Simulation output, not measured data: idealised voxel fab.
The name of this process module is voxel self aligned vias.
Section cut is 290 nm wide and gridded with 5 nm square cells.
Each cross-section below is a grid of square cells, stated as bands in top-down order, with one or more rows of cells making up each band.
In this notation a band is specified by the heights of its top and bottom, in that order and in nm, after which its materials appear from left to right, each paired with its width in nm. The word "all across" attached to a single material means that material fills the band from edge to edge; the word "blank" stands for empty space.
A quick word on heights: they are counted from 0, and under that level the wafer as it came to us is one material throughout. The lowest band is different from the rest in having no bottom; it simply continues downward, written as in "top 0, no bottom".
The width entry "30 to 40" should be interpreted row by row: the top row of cells in the band takes the first number, the bottom row takes the second number, and the change between adjacent rows is uniform throughout.
Take "no modifications" at face value: in the step it is given for, the cross-section changed in none of its cells.
What "Enclosed internal cavities" gives you is every empty space of 8 cells or more that is cut off from the top. Each appears as width x height at distance, with the distance taken from the left edge and width, height and distance all in nm.
Heads up: the bit after the settings on a step's line is the simulator's remark on that step.
A step's line can hold "overlay nm"; with a mask on that step, the setting says how far right of the planned place the mask lay, while a negative setting says it lay to the left.
So here's the lineup of process steps we planned:
1: op RECEIVE | material Si
2: op CONFORMAL_DEP | material SiO2 | thk nm 15
3: op CONFORMAL_DEP | material SiCN | thk nm 5
4: op DIRECTIONAL_DEP | material SiO2 | thk nm 20
5: op MASKED_ETCH | tone open | mask id LINES | width nm 30 | pitch nm 65 | etch materials SiO2 | depth nm 20 | overlay nm 0
6: op CONFORMAL_DEP | material TiN | thk nm 5
7: op FILL_DEP | material Ru | thk nm 10
8: op CMP | height nm 40
9: op SELECTIVE_ETCH | etch materials W Ru TiN | depth nm 5
10: op FILL_DEP | material SiN | thk nm 10
11: op CMP | height nm 40
12: op DIRECTIONAL_DEP | material SiO2 | thk nm 15
13: op DIRECTIONAL_DEP | material aC | thk nm 10
14: op PATTERN | tone open | mask id VIAS | material resist | width nm 40 | pitch nm 130 | thk nm 30 | overlay nm 0
15: op DIRECTIONAL_ETCH | etch materials aC | depth nm 10
16: op STRIP | etch materials resist
17: op DIRECTIONAL_ETCH | etch materials SiO2 | depth nm 15
18: op DIRECTIONAL_ETCH | etch materials SiN | depth nm 5
19: op STRIP | etch materials aC
20: op CONFORMAL_DEP | material TiN | thk nm 5
21: op FILL_DEP | material W | thk nm 10
22: op CMP | height nm 45
23: op CONFORMAL_DEP | material SiCN | thk nm 5
Be aware that, although all wafers share a common starting state, the height nm at step 22 differs among them, and the plan displays the first wafer's value.
First wafer as received, after step 1:
- top 0, no bottom: Si all across
- Enclosed internal cavities: none
Each wafer at the end: cells of each material gained (+) or lost (-) since it was received, then its closed voids:
height nm 45; +24 Ru; +116 SiCN; +6 SiN; +376 SiO2; +50 TiN; +8 W; Enclosed internal cavities: none
height nm 50; +24 Ru; +116 SiCN; +6 SiN; +418 SiO2; +54 TiN; +20 W; Enclosed internal cavities: none
height nm 55; +24 Ru; +116 SiCN; +6 SiN; +460 SiO2; +58 TiN; +32 W; Enclosed internal cavities: none
height nm 60; +24 Ru; +116 SiCN; +6 SiN; +460 SiO2; +104 TiN; +44 W; Enclosed internal cavities: none
height nm 65; +24 Ru; +116 SiCN; +6 SiN; +460 SiO2; +104 TiN; +102 W; Enclosed internal cavities: none
height nm 70; +24 Ru; +116 SiCN; +6 SiN; +460 SiO2; +104 TiN; +160 W; Enclosed internal cavities: none
